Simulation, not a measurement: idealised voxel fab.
process module | voxel double patterning
cross-section cut | 150 nm wide | cells 5 nm
A cross-section is a grid of square cells, given in bands from the top down. A band is one or more rows of cells.
Each band's line starts with the height of the band's top and of its bottom, in nm. Then come its materials from left to right, each with its width in nm. One material with "throughout" fills the band from edge to edge. "air" is empty space.
Height 0 is the level under which the wafer as received is all one material. The lowest band goes on downwards, as in "0 down".
A width such as "30 to 40" changes by the same amount from each row of cells to the next, from the band's top row to its bottom row.
"no change" after a step means that no cell of the cross-section changed.
closed voids: empty space of 8 cells or more with no open way to the top, each as width x height at its distance from the left edge, in nm
after a step's settings: what the simulator itself notes on the step
overlay nm, on a step with a mask: how far to the right of its planned place the mask lay; to the left if negative
plan
1 op RECEIVE | material Si
2 op CONFORMAL_DEP | material SiN | thk nm 10
3 op DIRECTIONAL_DEP | material SiO2 | thk nm 10
4 op DIRECTIONAL_DEP | material SiCN | thk nm 5
5 op DIRECTIONAL_DEP | material aC | thk nm 15
6 op PATTERN | tone open | mask id FIRST | material resist | width nm 15 | pitch nm 50 | thk nm 35 | overlay nm 0
7 op DIRECTIONAL_ETCH | etch materials aC | depth nm 5
8 op STRIP | etch materials resist
9 op DIRECTIONAL_ETCH | etch materials SiCN | depth nm 5
10 op STRIP | etch materials aC
11 op PATTERN | tone open | mask id SECOND | material resist | width nm 15 | thk nm 15 | overlay nm 0
12 op DIRECTIONAL_ETCH | etch materials SiCN | depth nm 5
13 op STRIP | etch materials resist
14 op DIRECTIONAL_ETCH | etch materials SiO2 | depth nm 10
15 op STRIP | etch materials SiCN
varied across the wafers: depth nm of step 7. The plan shows the first wafer's value. All wafers start alike
first wafer as received, after step 1
  0 down: Si throughout
  closed voids: none
first wafer at the end, after step 15
  20 to 10: SiO2 65 | air 15 | SiO2 70
  10 to 0: SiN throughout
  0 down: Si throughout
  closed voids: none
last wafer at the end
  20 to 10: SiO2 40 | air 15 | SiO2 10 | air 15 | SiO2 10 | air 15 | SiO2 45
  10 to 0: SiN throughout
  0 down: Si throughout
  closed voids: none
each wafer at the end: cells of each material gained (+) or lost (-) since it was received, then its closed voids
depth nm 5 | +60 SiN | +54 SiO2 | closed voids: none
depth nm 10 | +60 SiN | +54 SiO2 | closed voids: none
depth nm 15 | +60 SiN | +42 SiO2 | closed voids: none
depth nm 20 | +60 SiN | +42 SiO2 | closed voids: none
depth nm 25 | +60 SiN | +42 SiO2 | closed voids: none
depth nm 30 | +60 SiN | +42 SiO2 | closed voids: none
